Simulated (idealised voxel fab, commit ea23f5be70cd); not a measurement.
The document below concerns the process module designated voxel released beams.
The cross-section on display is named cut; it measures 260 nm wide, and its cells are 5 nm squares.
We lay out every cross-section as a grid of square cells and spell it out in bands from the top down, where one band means one or more rows of cells.
The entry gives the band's vertical extent as a top height and a bottom height in nm, then its horizontal make-up as materials from left to right, each with a width in nm. "empty" stands for empty space; a single material marked "all across" fills the band edge to edge.
Heights from 0 (as-received wafer is one material below). Bottom band endless downward, as "0..down".
When a width is written as two numbers, as in "30..40", the first number is the width in the top row of cells of the band and the second is the width in its bottom row, and the width changes by the same amount from each row to the next.
Step note "stayed the same" = no cross-section cell changed.
You'll see "Completely enclosed voids" listing empty spaces that have no way open to the top, as long as they're 8 cells or more; the notation is width x height at distance, where the distance is from the left edge, and all of it is in nm.
Where a step's line continues beyond its settings, the continuation is a remark by the simulator itself on that step.
You can add "overlay nm" to a step's line. For a step with a mask, it describes how far the mask lay to the right of its planned position, and a negative number describes a lay to the left.
**Here's what the planned process steps look like**
1) RECEIVE,material Si
2) CONFORMAL_DEP,material SiN,thk nm 10
3) DIRECTIONAL_DEP,material SiO2,thk nm 20
4) PATTERN,tone open,mask id ANCHOR,material resist,width nm 45,thk nm 15,overlay nm 0
5) DIRECTIONAL_ETCH,etch materials SiO2,depth nm 20
6) STRIP,etch materials resist
7) CONFORMAL_DEP,material polySi,thk nm 15
8) DIRECTIONAL_DEP,material aC,thk nm 10
9) PATTERN,tone cover,mask id BEAM,material resist,width nm 85,thk nm 25,overlay nm 0
10) DIRECTIONAL_ETCH,etch materials aC,depth nm 10
11) STRIP,etch materials resist
12) DIRECTIONAL_ETCH,etch materials polySi,depth nm 15
13) STRIP,etch materials aC
14) STRIP,etch materials SiO2
The wafers in this document start out alike and differ in the width nm applied at step 9; the plan shows the value used for the first wafer.
**Cross-sectional view of the first of several wafers in the as-received condition, corresponding to the state following step 1**
0..down: Si all across
Completely enclosed voids: none
**Module end state after final step 14: cross-section of the first of several wafers**
45..30: 85 empty, 15 polySi, 15 empty, 55 polySi, 90 empty
30..25: 85 empty, 15 polySi, 15 empty, 15 polySi, 130 empty
25..10: 85 empty, 45 polySi, 130 empty
10..0: SiN all across
0..down: Si all across
Completely enclosed voids: none
**Module end, final wafer: cross-section**
45..30: 75 empty, 25 polySi, 15 empty, 70 polySi, 75 empty
30..25: 85 empty, 15 polySi, 15 empty, 15 polySi, 130 empty
25..10: 85 empty, 45 polySi, 130 empty
10..0: SiN all across
0..down: Si all across
Completely enclosed voids: none
**Here is how to read the rows: every wafer has a row, and it shows the wafer at the end of the module, giving for each material how many cells were gained (+) or lost (-) since the wafer was received, then listing its closed voids**
width nm 85 | +104 SiN | +75 polySi | Completely enclosed voids: none
width nm 90 | +104 SiN | +78 polySi | Completely enclosed voids: none
width nm 95 | +104 SiN | +81 polySi | Completely enclosed voids: none
width nm 100 | +104 SiN | +84 polySi | Completely enclosed voids: none
width nm 105 | +104 SiN | +87 polySi | Completely enclosed voids: none
width nm 110 | +104 SiN | +90 polySi | Completely enclosed voids: none
